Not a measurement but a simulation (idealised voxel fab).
Documented hereafter: the process module known as voxel local oxidation.
The cross-section shown here is cut; it is 230 nm wide and divided into square cells measuring 5 nm on a side.
How to read a cross-section here: the picture is a grid of square cells, written as bands going from the top down, and any band can span one or more rows of cells.
Heights first: top, then bottom, in nm. Then materials, left to right, each with a width in nm. "edge to edge" on a single material: fills the band edge to edge. "air": empty space.
The level at which height equals 0 is the one under which the wafer, as it arrives, is entirely one material. No lower edge exists for the bottom band, which continues downward and is notated as in "0 and below".
With a width like "30..40", each row of cells in the band differs from the next by the same amount, the top row carrying the first number and the bottom row the second.
Reading "remains unaltered" for a step: not a cell of the cross-section changed in it.
Basically, "Encapsulated voids" tells you about the enclosed voids: empty spaces with no open way to the top, 8 cells or bigger, each written width x height at distance, where distance is from the left edge, all in nm.
Heads up: the bit after the settings on a step's line is the simulator's remark on that step.
For masked steps, "overlay nm" on the step line gives how far right of plan the mask actually lay; a minus sign means it lay to the left.
The following list gives the planned process steps
- 1: RECEIVE, material Si
- 2: CONFORMAL_DEP, material SiO2, thk nm 5
- 3: CONFORMAL_DEP, material SiN, thk nm 10
- 4: PATTERN, tone cover, mask id ACTIVE, material resist, width nm 110, thk nm 20, overlay nm 0
- 5: DIRECTIONAL_ETCH, etch materials SiN, depth nm 10
- 6: STRIP, etch materials resist
- 7: SELECTIVE_ETCH, etch materials SiO2, depth nm 5
- 8: OXIDIZE, depth nm 10
- 9: STRIP, etch materials SiN
The first wafer of two, processed as planned
As-received state of the wafer in cross-section, equivalent to post-step 1
> 0 and below: Si edge to edge
> Encapsulated voids: none
Wafer section view after processing step 2
> 5 down to 0: SiO2 edge to edge
> Below 0, the layers are the same as they were.
Wafer section view after processing step 3
> 15 down to 5: SiN edge to edge
> Below 5, the layers are the same as they were.
Wafer section view after processing step 4
> 35 down to 15: air 60 nm; resist 110 nm; air 60 nm
> Below 15, the layers are the same as they were.
Wafer section view after processing step 5
> 35 down to 15: air 60 nm; resist 110 nm; air 60 nm
> 15 down to 5: air 60 nm; SiN 110 nm; air 60 nm
> Below 5, the layers are the same as they were.
Wafer section view after processing step 6
> 15 down to 5: air 60 nm; SiN 110 nm; air 60 nm
> Below 5, the layers are the same as they were.
Wafer section view after processing step 7
> 15 down to 5: air 60 nm; SiN 110 nm; air 60 nm
> 5 down to 0: air 65 nm; SiO2 100 nm; air 65 nm
> Below 0, the layers are the same as they were.
Wafer section view after processing step 8
> 15 down to 5: air 60 nm; SiN 110 nm; air 60 nm
> 5 down to 0: air 65 nm; SiO2 100 nm; air 65 nm
> 0 down to -10: SiO2 75 nm; Si 80 nm; SiO2 75 nm
> Below -10, the layers are the same as they were.
Wafer section view after processing step 9
> 5 down to 0: air 65 nm; SiO2 100 nm; air 65 nm
> Below 0, the layers are the same as they were.
Companion wafer, the second of two: same beginning, same intended sequence, one mistake in carrying it out; through step 5 inclusive it tracks the first exactly
Cross-section: second wafer, time at which step 6 was scheduled to end
> 35 down to 15: air 60 nm; resist 110 nm; air 60 nm
> 15 down to 5: air 60 nm; SiN 110 nm; air 60 nm
> 5 down to 0: air 65 nm; SiO2 100 nm; air 65 nm
> Below 0, the layers are the same as they were.
Cross-section: second wafer, time at which step 7 was scheduled to end
> 15 down to 5: air 60 nm; SiN 110 nm; air 60 nm
> Below 5, the layers are the same as they were.
Cross-section: second wafer, time at which step 8 was scheduled to end
> 15 down to 5: air 60 nm; SiN 110 nm; air 60 nm
> 5 down to 0: air 65 nm; SiO2 100 nm; air 65 nm
> 0 down to -10: SiO2 75 nm; Si 80 nm; SiO2 75 nm
> Below -10, the layers are the same as they were.
Cross-section: second wafer, time at which step 9 was scheduled to end
> 5 down to 0: air 65 nm; SiO2 100 nm; air 65 nm
> Below 0, the layers are the same as they were.
Against the plan, the run slipped here: sequence error: steps 6 and 7 interchanged
Same final cross-section on the two wafers, so the model's numbers don't move because of the mistake.
